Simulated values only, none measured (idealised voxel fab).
Name of the process module below: voxel self aligned contacts
FYI the section here is cut, 255 nm wide, cells are 5 nm squares.
In this document a cross-section is written as a grid of square cells. It is given as a series of bands, listed from the top down, and a band is one or more rows of cells.
This entry defines a band. It first specifies the height of the band's top and the height of its bottom in nm, and then specifies the band's materials from left to right, stating each material with its width in nm. The word "all across" identifies a single material that fills the band from edge to edge, while the word "empty" identifies empty space.
For the purposes of this specification, 0 denotes the height below which the wafer in its as-received condition is composed wholly of one material, and the lowermost band, lacking a lower limit, extends downward without end, as expressed in "0 and below".
Graded width ("30->40"): value in top row of band = first number; value in bottom row = second number; row-to-row change constant.
"nothing was modified", as given for a step, is the statement that not any cell of the cross-section underwent a change during that step.
Closed empty spaces (no open way to the top) of 8 cells or more are what "Trapped voids" lists, each as width x height at distance from the left edge, nm for all three.
On each step's line, the part that comes after the settings is the simulator's own comment on the step.
Steps that use a mask can have "overlay nm" on their line. It says how far the mask sat to the right of where it was meant to be. Negative means to the left.
### The process steps that were planned are listed below
1. RECEIVE, material Si
2. CONFORMAL_DEP, material SiO2, thk nm 5
3. DIRECTIONAL_DEP, material polySi, thk nm 30
4. DIRECTIONAL_DEP, material SiN, thk nm 20
5. MASKED_ETCH, tone cover, mask id GATE, width nm 35, pitch nm 80, etch materials SiN, depth nm 20, overlay nm 0
6. MASKED_ETCH, tone cover, mask id GATE, width nm 35, pitch nm 80, etch materials polySi, depth nm 30, overlay nm 0
7. CONFORMAL_DEP, material SiN, thk nm 10
8. DIRECTIONAL_ETCH, etch materials SiN, depth nm 10
9. FILL_DEP, material SiO2, thk nm 15
10. CMP, height nm 65
11. PATTERN, tone open, mask id CONTACT, material resist, width nm 65, thk nm 20, overlay nm 0
12. DIRECTIONAL_ETCH, etch materials SiO2, depth nm 65
13. STRIP, etch materials resist
14. CONFORMAL_DEP, material TiN, thk nm 5
15. FILL_DEP, material Ru, thk nm 5
16. CMP, height nm 65
17. CONFORMAL_DEP, material SiCN, thk nm 5
### Shown in cross-section is the wafer as received, that is, as it stands after step 1
	0 and below: Si all across
	Trapped voids: none
### Result of the module, cross-sectioned: start per above, plan per above, one error in how it was run
	70 down to 65: SiCN all across
	65 down to 40: SiO2 (60)  SiN (10)  polySi (35)  SiN (10)  TiN (5)  Ru (15)  TiN (5)  SiN (10)  polySi (35)  SiN (10)  SiO2 (60)
	40 down to 35: SiO2 (60)  SiN (10)  polySi (35)  SiN (10)  TiN (25)  SiN (10)  polySi (35)  SiN (10)  SiO2 (60)
	35 down to 5: polySi all across
	5 down to 0: SiO2 all across
	0 and below: Si all across
	Trapped voids: none
So what did we get wrong on this run? step 3 in the plan was executed twice
